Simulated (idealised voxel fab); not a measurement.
Presented below is a process module, voxel ribs on slabs.
Pictured: cross-section cut, 275 nm wide, on a grid of 5 nm square cells.
Notation: cross-section as square-cell grid; stated in bands, top first, going down; one or more cell rows per band. In this notation a band is specified by the heights of its top and bottom, in that order and in nm, after which its materials appear from left to right, each paired with its width in nm. The word "edge to edge" attached to a single material means that material fills the band from edge to edge; the word "air" stands for empty space. Height 0 is the level under which the wafer as received is all one material. The lowest band goes on downwards, as in "0 and below". You'd read "30->40" like this: the band's top row of cells is as wide as the first number, its bottom row is as wide as the second, and going down, every row changes width by the same amount as the row before did. Take "same as before" at face value: in the step it is given for, the cross-section changed in none of its cells. In the "Enclosed void listing" entry, you get each enclosed empty space of 8 cells or more, one with no open way to the top, written width x height at distance, distance from the left edge, in nm. Step line, after settings: the simulator's comment on this step. The line of a step may include "overlay nm". On a step with a mask, this value is how far to the right of its planned place the mask lay. A negative value means the mask lay to the left.

The steps planned for the process are as follows:
1: RECEIVE, material Si
2: DIRECTIONAL_DEP, material SiO2, thk nm 25
3: DIRECTIONAL_DEP, material SiN, thk nm 15
4: MASKED_ETCH, tone cover, mask id RIB, width nm 15, etch materials SiN, depth nm 10, overlay nm 0
5: PATTERN, tone cover, mask id SLAB, material resist, width nm 55, thk nm 20, overlay nm 0
6: DIRECTIONAL_ETCH, etch materials SiN, depth nm 5
7: STRIP, etch materials resist
8: FILL_DEP, material SiO2, thk nm 15
9: CMP, height nm 50
10: DIRECTIONAL_DEP, material TiN, thk nm 10
11: PATTERN, tone cover, mask id HEATER, material resist, width nm 25, thk nm 15, overlay nm 0
12: DIRECTIONAL_ETCH, etch materials TiN, depth nm 10
13: STRIP, etch materials resist
14: CONFORMAL_DEP, material SiN, thk nm 5

Cross-section of the incoming wafer, state after step 1:
0 and below | Si edge to edge
Enclosed void listing: none

Cross-section: first of two wafers, module finished, run according to plan:
65 down to 60 | air (120)  SiN (35)  air (120)
60 down to 55 | air (120)  SiN (5)  TiN (25)  SiN (5)  air (120)
55 down to 50 | SiN (125)  TiN (25)  SiN (125)
50 down to 40 | SiO2 edge to edge
40 down to 30 | SiO2 (130)  SiN (15)  SiO2 (130)
30 down to 25 | SiO2 (110)  SiN (55)  SiO2 (110)
25 down to 0 | SiO2 edge to edge
0 and below | Si edge to edge
Enclosed void listing: none

End of module, second wafer, cross-section. Started like the first, planned like the first, run with one mistake:
65 down to 60 | air (120)  SiN (35)  air (120)
60 down to 55 | air (120)  SiN (5)  TiN (25)  SiN (5)  air (120)
55 down to 50 | SiN (125)  TiN (25)  SiN (125)
50 down to 25 | SiN edge to edge
25 down to 0 | SiO2 edge to edge
0 and below | Si edge to edge
Enclosed void listing: none
The plan and the run diverged here: step 8 ran with different settings than intended, the actual operation and settings being FILL_DEP, material SiN, thk nm 15
The final cell counts differ between the wafers, with the second having more or fewer of some materials than the first: SiN +258; SiO2 -258
